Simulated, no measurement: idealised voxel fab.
Process module in this document: voxel wiring stack
Cross-sectional view cut (width: 210 nm; square cell size: 5 nm).
Each cross-section below is a grid of square cells, stated as bands in top-down order, with one or more rows of cells making up each band. Heads up on the band format: heights come first, top then bottom, in nm. After that it's the materials left to right, each with its width in nm. A single material flagged "edge to edge" fills the whole band edge to edge, and "air" means there's empty space there. Where do heights start? At 0: under that level the wafer as delivered is made of one material only. And the lowest band has no floor; it just carries on downward, as in "top 0, no bottom". Note: "30..40" means the width goes from the first number (top row of the band) to the second number (bottom row) in equal steps per row of cells. "no change", as given for a step, is the statement that not any cell of the cross-section underwent a change during that step. "Closed void roster" enumerates empty spaces isolated from the top, with no open way to it, that contain at least 8 cells, giving each as width x height at distance from the left edge, all three in nm. after a step's settings: what the simulator itself notes on the step. Regarding "overlay nm": on a step with a mask, it is the distance the mask lay to the right of its planned place; a negative value places it to the left.

# The following list gives the planned process steps
| 1 | RECEIVE,material Si |
| 2 | CONFORMAL_DEP,material SiO2,thk nm 15 |
| 3 | DIRECTIONAL_DEP,material TiN,thk nm 5 |
| 4 | DIRECTIONAL_DEP,material Ru,thk nm 25 |
| 5 | DIRECTIONAL_DEP,material aC,thk nm 15 |
| 6 | PATTERN,tone cover,mask id METAL_1,material resist,width nm 30,pitch nm 55,thk nm 35,overlay nm 0 |
| 7 | DIRECTIONAL_ETCH,etch materials aC,depth nm 15 |
| 8 | STRIP,etch materials resist |
| 9 | DIRECTIONAL_ETCH,etch materials Ru,depth nm 25 |
| 10 | DIRECTIONAL_ETCH,etch materials TiN,depth nm 5 |
| 11 | STRIP,etch materials aC |
| 12 | CONFORMAL_DEP,material SiN,thk nm 5 |
| 13 | FILL_DEP,material SiO2,thk nm 5 |
| 14 | CMP,height nm 45 |
| 15 | CONFORMAL_DEP,material SiCN,thk nm 5 |
| 16 | DIRECTIONAL_DEP,material SiO2,thk nm 35 |
| 17 | MASKED_ETCH,tone open,mask id METAL_2_HOLES,width nm 15,pitch nm 55,etch materials SiO2,depth nm 35,overlay nm 0 |
| 18 | MASKED_ETCH,tone open,mask id METAL_2,width nm 30,pitch nm 55,etch materials SiO2,depth nm 20,overlay nm 0 |
| 19 | MASKED_ETCH,tone open,mask id METAL_2,width nm 30,pitch nm 55,etch materials SiCN,depth nm 5,overlay nm 0 |
| 20 | CONFORMAL_DEP,material TiN,thk nm 5 |
| 21 | FILL_DEP,material Ru,thk nm 5 |
| 22 | CMP,height nm 85 |
| 23 | CONFORMAL_DEP,material SiCN,thk nm 5 |
| 24 | DIRECTIONAL_DEP,material lowk,thk nm 15 |
| 25 | PATTERN,tone open,mask id PLUG_2,material resist,width nm 15,thk nm 20,overlay nm 0 |
| 26 | DIRECTIONAL_ETCH,etch materials lowk,depth nm 15 |
| 27 | DIRECTIONAL_ETCH,etch materials SiCN,depth nm 5 |
| 28 | STRIP,etch materials resist |
| 29 | EPI,material Ru,thk nm 10 |
| 30 | EPI,material Ru,thk nm 10 |
| 31 | DIRECTIONAL_DEP,material TiN,thk nm 5 |
| 32 | DIRECTIONAL_DEP,material Ru,thk nm 15 |
| 33 | MASKED_ETCH,tone cover,mask id METAL_3,width nm 30,pitch nm 55,etch materials Ru,depth nm 15,overlay nm 0 |
| 34 | MASKED_ETCH,tone cover,mask id METAL_3,width nm 30,pitch nm 55,etch materials TiN,depth nm 5,overlay nm 0 |
| 35 | CONFORMAL_DEP,material SiN,thk nm 5 |
| 36 | FILL_DEP,material SiO2,thk nm 10 |
| 37 | CMP,height nm 125 |
| 38 | CONFORMAL_DEP,material SiN,thk nm 5 |

# Account of the first of two wafers, which was processed as intended

# Cross-section of the wafer at receipt, which is the condition after step 1
	top 0, no bottom  Si edge to edge
	Closed void roster: none

# Step 2 complete: cross-section through the wafer
	top 15, bottom 0  SiO2 edge to edge
	Heights below 0 show no change.

# Step 3 complete: cross-section through the wafer
	top 20, bottom 15  TiN edge to edge
	Heights below 15 show no change.

# Step 4 complete: cross-section through the wafer
	top 45, bottom 20  Ru edge to edge
	Heights below 20 show no change.

# Step 5 complete: cross-section through the wafer
	top 60, bottom 45  aC edge to edge
	Heights below 45 show no change.

# Step 6 complete: cross-section through the wafer
	top 95, bottom 60  air (60), then resist (30), then air (25), then resist (30), then air (65)
	Heights below 60 show no change.

# Step 7 complete: cross-section through the wafer
	top 80, bottom 60  air (60), then resist (30), then air (25), then resist (30), then air (65)
	top 60, bottom 45  air (60), then aC (30), then air (25), then aC (30), then air (65)
	Heights below 45 show no change.

# Step 8 complete: cross-section through the wafer
	top 60, bottom 45  air (60), then aC (30), then air (25), then aC (30), then air (65)
	Heights below 45 show no change.

# Step 9 complete: cross-section through the wafer
	top 60, bottom 45  air (60), then aC (30), then air (25), then aC (30), then air (65)
	top 45, bottom 20  air (60), then Ru (30), then air (25), then Ru (30), then air (65)
	Heights below 20 show no change.

# Step 10 complete: cross-section through the wafer
	top 60, bottom 45  air (60), then aC (30), then air (25), then aC (30), then air (65)
	top 45, bottom 20  air (60), then Ru (30), then air (25), then Ru (30), then air (65)
	top 20, bottom 15  air (60), then TiN (30), then air (25), then TiN (30), then air (65)
	Heights below 15 show no change.

# Step 11 complete: cross-section through the wafer
	top 45, bottom 20  air (60), then Ru (30), then air (25), then Ru (30), then air (65)
	Heights below 20 show no change.

# Step 12 complete: cross-section through the wafer
	top 50, bottom 45  air (55), then SiN (40), then air (15), then SiN (40), then air (60)
	top 45, bottom 20  air (55), then SiN (5), then Ru (30), then SiN (5), then air (15), then SiN (5), then Ru (30), then SiN (5), then air (60)
	top 20, bottom 15  SiN (60), then TiN (30), then SiN (25), then TiN (30), then SiN (65)
	Heights below 15 show no change.

# Step 13 complete: cross-section through the wafer
	top 55, bottom 50  SiO2 edge to edge
	top 50, bottom 45  SiO2 (55), then SiN (40), then SiO2 (15), then SiN (40), then SiO2 (60)
	top 45, bottom 20  SiO2 (55), then SiN (5), then Ru (30), then SiN (5), then SiO2 (15), then SiN (5), then Ru (30), then SiN (5), then SiO2 (60)
	Heights below 20 show no change.

# Step 14 complete: cross-section through the wafer
	top 45, bottom 20  SiO2 (55), then SiN (5), then Ru (30), then SiN (5), then SiO2 (15), then SiN (5), then Ru (30), then SiN (5), then SiO2 (60)
	Heights below 20 show no change.

# Step 15 complete: cross-section through the wafer
	top 50, bottom 45  SiCN edge to edge
	Heights below 45 show no change.

# Step 16 complete: cross-section through the wafer
	top 85, bottom 50  SiO2 edge to edge
	Heights below 50 show no change.

# Step 17 complete: cross-section through the wafer
	top 85, bottom 50  SiO2 (60), then air (15), then SiO2 (40), then air (15), then SiO2 (80)
	Heights below 50 show no change.

# Step 18 complete: cross-section through the wafer
	top 85, bottom 65  SiO2 (60), then air (30), then SiO2 (25), then air (30), then SiO2 (65)
	Heights below 65 show no change.

# Step 19 complete: cross-section through the wafer
	top 85, bottom 65  SiO2 (60), then air (30), then SiO2 (25), then air (30), then SiO2 (65)
	top 65, bottom 50  SiO2 (60), then air (15), then SiO2 (40), then air (15), then SiO2 (80)
	top 50, bottom 45  SiCN (60), then air (15), then SiCN (40), then air (15), then SiCN (80)
	Heights below 45 show no change.

# Step 20 complete: cross-section through the wafer
	top 90, bottom 85  TiN (65), then air (20), then TiN (35), then air (20), then TiN (70)
	top 85, bottom 70  SiO2 (60), then TiN (5), then air (20), then TiN (5), then SiO2 (25), then TiN (5), then air (20), then TiN (5), then SiO2 (65)
	top 70, bottom 65  SiO2 (60), then TiN (5), then air (5), then TiN (20), then SiO2 (25), then TiN (5), then air (5), then TiN (20), then SiO2 (65)
	top 65, bottom 50  SiO2 (60), then TiN (5), then air (5), then TiN (5), then SiO2 (40), then TiN (5), then air (5), then TiN (5), then SiO2 (80)
	top 50, bottom 45  SiCN (60), then TiN (15), then SiCN (40), then TiN (15), then SiCN (80)
	Heights below 45 show no change.

# Step 21 complete: cross-section through the wafer
	top 95, bottom 90  Ru edge to edge
	top 90, bottom 85  TiN (65), then Ru (20), then TiN (35), then Ru (20), then TiN (70)
	top 85, bottom 70  SiO2 (60), then TiN (5), then Ru (20), then TiN (5), then SiO2 (25), then TiN (5), then Ru (20), then TiN (5), then SiO2 (65)
	top 70, bottom 65  SiO2 (60), then TiN (5), then Ru (5), then TiN (20), then SiO2 (25), then TiN (5), then Ru (5), then TiN (20), then SiO2 (65)
	top 65, bottom 50  SiO2 (60), then TiN (5), then Ru (5), then TiN (5), then SiO2 (40), then TiN (5), then Ru (5), then TiN (5), then SiO2 (80)
	Heights below 50 show no change.

# Step 22 complete: cross-section through the wafer
	top 85, bottom 70  SiO2 (60), then TiN (5), then Ru (20), then TiN (5), then SiO2 (25), then TiN (5), then Ru (20), then TiN (5), then SiO2 (65)
	Heights below 70 show no change.

# Step 23 complete: cross-section through the wafer
	top 90, bottom 85  SiCN edge to edge
	Heights below 85 show no change.

# Step 24 complete: cross-section through the wafer
	top 105, bottom 90  lowk edge to edge
	Heights below 90 show no change.

# Step 25 complete: cross-section through the wafer
	top 125, bottom 105  resist (60), then air (15), then resist (135)
	Heights below 105 show no change.

# Step 26 complete: cross-section through the wafer
	top 125, bottom 105  resist (60), then air (15), then resist (135)
	top 105, bottom 90  lowk (60), then air (15), then lowk (135)
	Heights below 90 show no change.

# Step 27 complete: cross-section through the wafer
	top 125, bottom 105  resist (60), then air (15), then resist (135)
	top 105, bottom 90  lowk (60), then air (15), then lowk (135)
	top 90, bottom 85  SiCN (60), then air (15), then SiCN (135)
	Heights below 85 show no change.

# Step 28 complete: cross-section through the wafer
	top 105, bottom 90  lowk (60), then air (15), then lowk (135)
	Heights below 90 show no change.

# Step 29 complete: cross-section through the wafer
	top 105, bottom 95  lowk (60), then air (15), then lowk (135)
	top 95, bottom 90  lowk (60), then Ru (15), then lowk (135)
	top 90, bottom 85  SiCN (60), then Ru (15), then SiCN (135)
	Heights below 85 show no change.

# Step 30 complete: cross-section through the wafer
	top 105, bottom 90  lowk (60), then Ru (15), then lowk (135)
	Heights below 90 show no change.

# Step 31 complete: cross-section through the wafer
	top 110, bottom 105  TiN edge to edge
	Heights below 105 show no change.

# Step 32 complete: cross-section through the wafer
	top 125, bottom 110  Ru edge to edge
	Heights below 110 show no change.

# Step 33 complete: cross-section through the wafer
	top 125, bottom 110  air (60), then Ru (30), then air (25), then Ru (30), then air (65)
	Heights below 110 show no change.

# Step 34 complete: cross-section through the wafer
	top 125, bottom 110  air (60), then Ru (30), then air (25), then Ru (30), then air (65)
	top 110, bottom 105  air (60), then TiN (30), then air (25), then TiN (30), then air (65)
	Heights below 105 show no change.

# Step 35 complete: cross-section through the wafer
	top 130, bottom 125  air (55), then SiN (40), then air (15), then SiN (40), then air (60)
	top 125, bottom 110  air (55), then SiN (5), then Ru (30), then SiN (5), then air (15), then SiN (5), then Ru (30), then SiN (5), then air (60)
	top 110, bottom 105  SiN (60), then TiN (30), then SiN (25), then TiN (30), then SiN (65)
	Heights below 105 show no change.

# Step 36 complete: cross-section through the wafer
	top 140, bottom 130  SiO2 edge to edge
	top 130, bottom 125  SiO2 (55), then SiN (40), then SiO2 (15), then SiN (40), then SiO2 (60)
	top 125, bottom 110  SiO2 (55), then SiN (5), then Ru (30), then SiN (5), then SiO2 (15), then SiN (5), then Ru (30), then SiN (5), then SiO2 (60)
	Heights below 110 show no change.

# Step 37 complete: cross-section through the wafer
	top 125, bottom 110  SiO2 (55), then SiN (5), then Ru (30), then SiN (5), then SiO2 (15), then SiN (5), then Ru (30), then SiN (5), then SiO2 (60)
	Heights below 110 show no change.

# Step 38 complete: cross-section through the wafer
	top 130, bottom 125  SiN edge to edge
	Heights below 125 show no change.

# Second wafer, same starting conditions and recipe as the first, one mistake in executing it, nothing differs from the first up to and including step 3

# X-section, second wafer, when step 4 was due to finish
	top 45, bottom 20  SiN edge to edge
	Heights below 20 show no change.

# X-section, second wafer, when step 5 was due to finish
	top 60, bottom 45  aC edge to edge
	Heights below 45 show no change.

# X-section, second wafer, when step 6 was due to finish
	top 95, bottom 60  air (60), then resist (30), then air (25), then resist (30), then air (65)
	Heights below 60 show no change.

# X-section, second wafer, when step 7 was due to finish
	top 80, bottom 60  air (60), then resist (30), then air (25), then resist (30), then air (65)
	top 60, bottom 45  air (60), then aC (30), then air (25), then aC (30), then air (65)
	Heights below 45 show no change.

# X-section, second wafer, when step 8 was due to finish
	top 60, bottom 45  air (60), then aC (30), then air (25), then aC (30), then air (65)
	Heights below 45 show no change.

X-section, second wafer, when step 9 was due to finish: no change

X-section, second wafer, when step 10 was due to finish: no change

# X-section, second wafer, when step 11 was due to finish
	top 45, bottom 20  SiN edge to edge
	Heights below 20 show no change.

# X-section, second wafer, when step 12 was due to finish
	top 50, bottom 20  SiN edge to edge
	Heights below 20 show no change.

# X-section, second wafer, when step 13 was due to finish
	top 55, bottom 50  SiO2 edge to edge
	Heights below 50 show no change.

# X-section, second wafer, when step 14 was due to finish
	top 45, bottom 20  SiN edge to edge
	Heights below 20 show no change.

# X-section, second wafer, when step 15 was due to finish
	top 50, bottom 45  SiCN edge to edge
	Heights below 45 show no change.

# X-section, second wafer, when step 16 was due to finish
	top 85, bottom 50  SiO2 edge to edge
	Heights below 50 show no change.

# X-section, second wafer, when step 17 was due to finish
	top 85, bottom 50  SiO2 (60), then air (15), then SiO2 (40), then air (15), then SiO2 (80)
	Heights below 50 show no change.

# X-section, second wafer, when step 18 was due to finish
	top 85, bottom 65  SiO2 (60), then air (30), then SiO2 (25), then air (30), then SiO2 (65)
	Heights below 65 show no change.

# X-section, second wafer, when step 19 was due to finish
	top 85, bottom 65  SiO2 (60), then air (30), then SiO2 (25), then air (30), then SiO2 (65)
	top 65, bottom 50  SiO2 (60), then air (15), then SiO2 (40), then air (15), then SiO2 (80)
	top 50, bottom 45  SiCN (60), then air (15), then SiCN (40), then air (15), then SiCN (80)
	Heights below 45 show no change.

# X-section, second wafer, when step 20 was due to finish
	top 90, bottom 85  TiN (65), then air (20), then TiN (35), then air (20), then TiN (70)
	top 85, bottom 70  SiO2 (60), then TiN (5), then air (20), then TiN (5), then SiO2 (25), then TiN (5), then air (20), then TiN (5), then SiO2 (65)
	top 70, bottom 65  SiO2 (60), then TiN (5), then air (5), then TiN (20), then SiO2 (25), then TiN (5), then air (5), then TiN (20), then SiO2 (65)
	top 65, bottom 50  SiO2 (60), then TiN (5), then air (5), then TiN (5), then SiO2 (40), then TiN (5), then air (5), then TiN (5), then SiO2 (80)
	top 50, bottom 45  SiCN (60), then TiN (15), then SiCN (40), then TiN (15), then SiCN (80)
	Heights below 45 show no change.

# X-section, second wafer, when step 21 was due to finish
	top 95, bottom 90  Ru edge to edge
	top 90, bottom 85  TiN (65), then Ru (20), then TiN (35), then Ru (20), then TiN (70)
	top 85, bottom 70  SiO2 (60), then TiN (5), then Ru (20), then TiN (5), then SiO2 (25), then TiN (5), then Ru (20), then TiN (5), then SiO2 (65)
	top 70, bottom 65  SiO2 (60), then TiN (5), then Ru (5), then TiN (20), then SiO2 (25), then TiN (5), then Ru (5), then TiN (20), then SiO2 (65)
	top 65, bottom 50  SiO2 (60), then TiN (5), then Ru (5), then TiN (5), then SiO2 (40), then TiN (5), then Ru (5), then TiN (5), then SiO2 (80)
	Heights below 50 show no change.

# X-section, second wafer, when step 22 was due to finish
	top 85, bottom 70  SiO2 (60), then TiN (5), then Ru (20), then TiN (5), then SiO2 (25), then TiN (5), then Ru (20), then TiN (5), then SiO2 (65)
	Heights below 70 show no change.

# X-section, second wafer, when step 23 was due to finish
	top 90, bottom 85  SiCN edge to edge
	Heights below 85 show no change.

# X-section, second wafer, when step 24 was due to finish
	top 105, bottom 90  lowk edge to edge
	Heights below 90 show no change.

# X-section, second wafer, when step 25 was due to finish
	top 125, bottom 105  resist (60), then air (15), then resist (135)
	Heights below 105 show no change.

# X-section, second wafer, when step 26 was due to finish
	top 125, bottom 105  resist (60), then air (15), then resist (135)
	top 105, bottom 90  lowk (60), then air (15), then lowk (135)
	Heights below 90 show no change.

# X-section, second wafer, when step 27 was due to finish
	top 125, bottom 105  resist (60), then air (15), then resist (135)
	top 105, bottom 90  lowk (60), then air (15), then lowk (135)
	top 90, bottom 85  SiCN (60), then air (15), then SiCN (135)
	Heights below 85 show no change.

# X-section, second wafer, when step 28 was due to finish
	top 105, bottom 90  lowk (60), then air (15), then lowk (135)
	Heights below 90 show no change.

# X-section, second wafer, when step 29 was due to finish
	top 105, bottom 95  lowk (60), then air (15), then lowk (135)
	top 95, bottom 90  lowk (60), then Ru (15), then lowk (135)
	top 90, bottom 85  SiCN (60), then Ru (15), then SiCN (135)
	Heights below 85 show no change.

# X-section, second wafer, when step 30 was due to finish
	top 105, bottom 90  lowk (60), then Ru (15), then lowk (135)
	Heights below 90 show no change.

# X-section, second wafer, when step 31 was due to finish
	top 110, bottom 105  TiN edge to edge
	Heights below 105 show no change.

# X-section, second wafer, when step 32 was due to finish
	top 125, bottom 110  Ru edge to edge
	Heights below 110 show no change.

# X-section, second wafer, when step 33 was due to finish
	top 125, bottom 110  air (60), then Ru (30), then air (25), then Ru (30), then air (65)
	Heights below 110 show no change.

# X-section, second wafer, when step 34 was due to finish
	top 125, bottom 110  air (60), then Ru (30), then air (25), then Ru (30), then air (65)
	top 110, bottom 105  air (60), then TiN (30), then air (25), then TiN (30), then air (65)
	Heights below 105 show no change.

# X-section, second wafer, when step 35 was due to finish
	top 130, bottom 125  air (55), then SiN (40), then air (15), then SiN (40), then air (60)
	top 125, bottom 110  air (55), then SiN (5), then Ru (30), then SiN (5), then air (15), then SiN (5), then Ru (30), then SiN (5), then air (60)
	top 110, bottom 105  SiN (60), then TiN (30), then SiN (25), then TiN (30), then SiN (65)
	Heights below 105 show no change.

# X-section, second wafer, when step 36 was due to finish
	top 140, bottom 130  SiO2 edge to edge
	top 130, bottom 125  SiO2 (55), then SiN (40), then SiO2 (15), then SiN (40), then SiO2 (60)
	top 125, bottom 110  SiO2 (55), then SiN (5), then Ru (30), then SiN (5), then SiO2 (15), then SiN (5), then Ru (30), then SiN (5), then SiO2 (60)
	Heights below 110 show no change.

# X-section, second wafer, when step 37 was due to finish
	top 125, bottom 110  SiO2 (55), then SiN (5), then Ru (30), then SiN (5), then SiO2 (15), then SiN (5), then Ru (30), then SiN (5), then SiO2 (60)
	Heights below 110 show no change.

# X-section, second wafer, when step 38 was due to finish
	top 130, bottom 125  SiN edge to edge
	Heights below 125 show no change.
What was done differently from what was planned? step 4 was processed under conditions differing from the plan, specifically as DIRECTIONAL_DEP,material SiN,thk nm 25
FYI, end of process, the second wafer has more or fewer cells of some materials than the first: 60 fewer of Ru, 160 more of SiN, 130 fewer of SiO2, 30 more of TiN
